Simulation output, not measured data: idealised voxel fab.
This section sets out a process module, namely voxel ribs on slabs.
cross-section cut | 280 nm wide | cells 5 nm
We lay out every cross-section as a grid of square cells and spell it out in bands from the top down, where one band means one or more rows of cells.
This entry defines a band. It first specifies the height of the band's top and the height of its bottom in nm, and then specifies the band's materials from left to right, stating each material with its width in nm. The word "edge to edge" identifies a single material that fills the band from edge to edge, while the word "blank" identifies empty space.
Ref level 0: as-received wafer is one material below here. Bottom band extends down with no lower bound ("0 down").
Think of "30->40" as a width that walks from the first number to the second as you go down the band, top row to bottom row, taking equal-sized steps from row to row.
Given "no change occurred" for a step, no cell of the cross-section differs between before and after that step.
Entry "Voids, fully enclosed". Content: empty spaces with no open connection to the top, size 8 cells or greater. Each: width x height at distance. Distance: from left edge. Unit: nm.
If you see something after the settings on a step's line, that's the simulator's own remark about that step.
overlay nm: where the mask lay relative to plan, measured to the right, on steps with a mask; negatives go left.
List of planned process steps
1) RECEIVE: material Si
2) DIRECTIONAL_DEP: material SiO2, thk nm 25
3) DIRECTIONAL_DEP: material SiN, thk nm 25
4) DIRECTIONAL_DEP: material aC, thk nm 15
5) PATTERN: tone cover, mask id RIB, material resist, width nm 30, thk nm 35, overlay nm 0
6) DIRECTIONAL_ETCH: etch materials aC, depth nm 15
7) STRIP: etch materials resist
8) DIRECTIONAL_ETCH: etch materials SiN, depth nm 10
9) STRIP: etch materials aC
10) DIRECTIONAL_DEP: material aC, thk nm 10
11) PATTERN: tone cover, mask id SLAB, material resist, width nm 90, thk nm 25, overlay nm 0
12) DIRECTIONAL_ETCH: etch materials aC, depth nm 10
13) STRIP: etch materials resist
14) DIRECTIONAL_ETCH: etch materials SiN, depth nm 15
15) STRIP: etch materials aC
16) FILL_DEP: material SiO2, thk nm 25
17) CMP: height nm 65
18) DIRECTIONAL_DEP: material TiN, thk nm 5
19) DIRECTIONAL_DEP: material aC, thk nm 15
20) PATTERN: tone cover, mask id HEATER, material resist, width nm 40, thk nm 35, overlay nm 0
21) DIRECTIONAL_ETCH: etch materials aC, depth nm 15
22) STRIP: etch materials resist
23) DIRECTIONAL_ETCH: etch materials TiN, depth nm 5
24) STRIP: etch materials aC
25) CONFORMAL_DEP: material SiO2, thk nm 10
The first of a set of two wafers, run to plan
So this is the incoming wafer in cross-section - it's already been through step 1
* 0 down  Si edge to edge
* Voids, fully enclosed: none
Cross-section of the wafer after step 2
* 25 to 0  SiO2 edge to edge
* Anything lower than 0 is untouched.
Cross-section of the wafer after step 3
* 50 to 25  SiN edge to edge
* Anything lower than 25 is untouched.
Cross-section of the wafer after step 4
* 65 to 50  aC edge to edge
* Anything lower than 50 is untouched.
Cross-section of the wafer after step 5
* 100 to 65  blank=125, resist=30, blank=125
* Anything lower than 65 is untouched.
Cross-section of the wafer after step 6
* 85 to 65  blank=125, resist=30, blank=125
* 65 to 50  blank=125, aC=30, blank=125
* Anything lower than 50 is untouched.
Cross-section of the wafer after step 7
* 65 to 50  blank=125, aC=30, blank=125
* Anything lower than 50 is untouched.
Cross-section of the wafer after step 8
* 65 to 50  blank=125, aC=30, blank=125
* 50 to 40  blank=125, SiN=30, blank=125
* Anything lower than 40 is untouched.
Cross-section of the wafer after step 9
* 50 to 40  blank=125, SiN=30, blank=125
* Anything lower than 40 is untouched.
Cross-section of the wafer after step 10
* 60 to 50  blank=125, aC=30, blank=125
* 50 to 40  aC=125, SiN=30, aC=125
* Anything lower than 40 is untouched.
Cross-section of the wafer after step 11
* 85 to 60  blank=95, resist=90, blank=95
* 60 to 50  blank=95, resist=30, aC=30, resist=30, blank=95
* Anything lower than 50 is untouched.
Cross-section of the wafer after step 12
* 75 to 60  blank=95, resist=90, blank=95
* 60 to 50  blank=95, resist=30, aC=30, resist=30, blank=95
* 50 to 40  blank=95, aC=30, SiN=30, aC=30, blank=95
* Anything lower than 40 is untouched.
Cross-section of the wafer after step 13
* 60 to 50  blank=125, aC=30, blank=125
* Anything lower than 50 is untouched.
Cross-section of the wafer after step 14
* 60 to 50  blank=125, aC=30, blank=125
* 50 to 40  blank=95, aC=30, SiN=30, aC=30, blank=95
* 40 to 25  blank=95, SiN=90, blank=95
* Anything lower than 25 is untouched.
Cross-section of the wafer after step 15
* 50 to 40  blank=125, SiN=30, blank=125
* Anything lower than 40 is untouched.
Cross-section of the wafer after step 16
* 75 to 50  SiO2 edge to edge
* 50 to 40  SiO2=125, SiN=30, SiO2=125
* 40 to 25  SiO2=95, SiN=90, SiO2=95
* Anything lower than 25 is untouched.
Cross-section of the wafer after step 17
* 65 to 50  SiO2 edge to edge
* Anything lower than 50 is untouched.
Cross-section of the wafer after step 18
* 70 to 65  TiN edge to edge
* Anything lower than 65 is untouched.
Cross-section of the wafer after step 19
* 85 to 70  aC edge to edge
* Anything lower than 70 is untouched.
Cross-section of the wafer after step 20
* 120 to 85  blank=120, resist=40, blank=120
* Anything lower than 85 is untouched.
Cross-section of the wafer after step 21
* 105 to 85  blank=120, resist=40, blank=120
* 85 to 70  blank=120, aC=40, blank=120
* Anything lower than 70 is untouched.
Cross-section of the wafer after step 22
* 85 to 70  blank=120, aC=40, blank=120
* Anything lower than 70 is untouched.
Cross-section of the wafer after step 23
* 85 to 70  blank=120, aC=40, blank=120
* 70 to 65  blank=120, TiN=40, blank=120
* Anything lower than 65 is untouched.
Cross-section of the wafer after step 24
* 70 to 65  blank=120, TiN=40, blank=120
* Anything lower than 65 is untouched.
Cross-section of the wafer after step 25
* 80 to 75  blank=110, SiO2=60, blank=110
* 75 to 70  SiO2 edge to edge
* 70 to 65  SiO2=120, TiN=40, SiO2=120
* Anything lower than 65 is untouched.
Wafer two of the pair: same origin, same plan, one error during the run; identical to wafer one up to and including step 19
Second wafer: cross-section at the scheduled end of step 20
* 120 to 85  blank=125, resist=35, blank=120
* Anything lower than 85 is untouched.
Second wafer: cross-section at the scheduled end of step 21
* 105 to 85  blank=125, resist=35, blank=120
* 85 to 70  blank=125, aC=35, blank=120
* Anything lower than 70 is untouched.
Second wafer: cross-section at the scheduled end of step 22
* 85 to 70  blank=125, aC=35, blank=120
* Anything lower than 70 is untouched.
Second wafer: cross-section at the scheduled end of step 23
* 85 to 70  blank=125, aC=35, blank=120
* 70 to 65  blank=125, TiN=35, blank=120
* Anything lower than 65 is untouched.
Second wafer: cross-section at the scheduled end of step 24
* 70 to 65  blank=125, TiN=35, blank=120
* Anything lower than 65 is untouched.
Second wafer: cross-section at the scheduled end of step 25
* 80 to 75  blank=115, SiO2=55, blank=110
* 75 to 70  SiO2 edge to edge
* 70 to 65  SiO2=125, TiN=35, SiO2=120
* Anything lower than 65 is untouched.
Against the plan, the run slipped here: heads up, step 20 didn't go per plan, it actually ran as PATTERN: tone cover, mask id HEATER, material resist, width nm 35, thk nm 35, overlay nm 0
Counted in cells at the end, the second wafer holds more or fewer of these materials than the first: 1 fewer of TiN
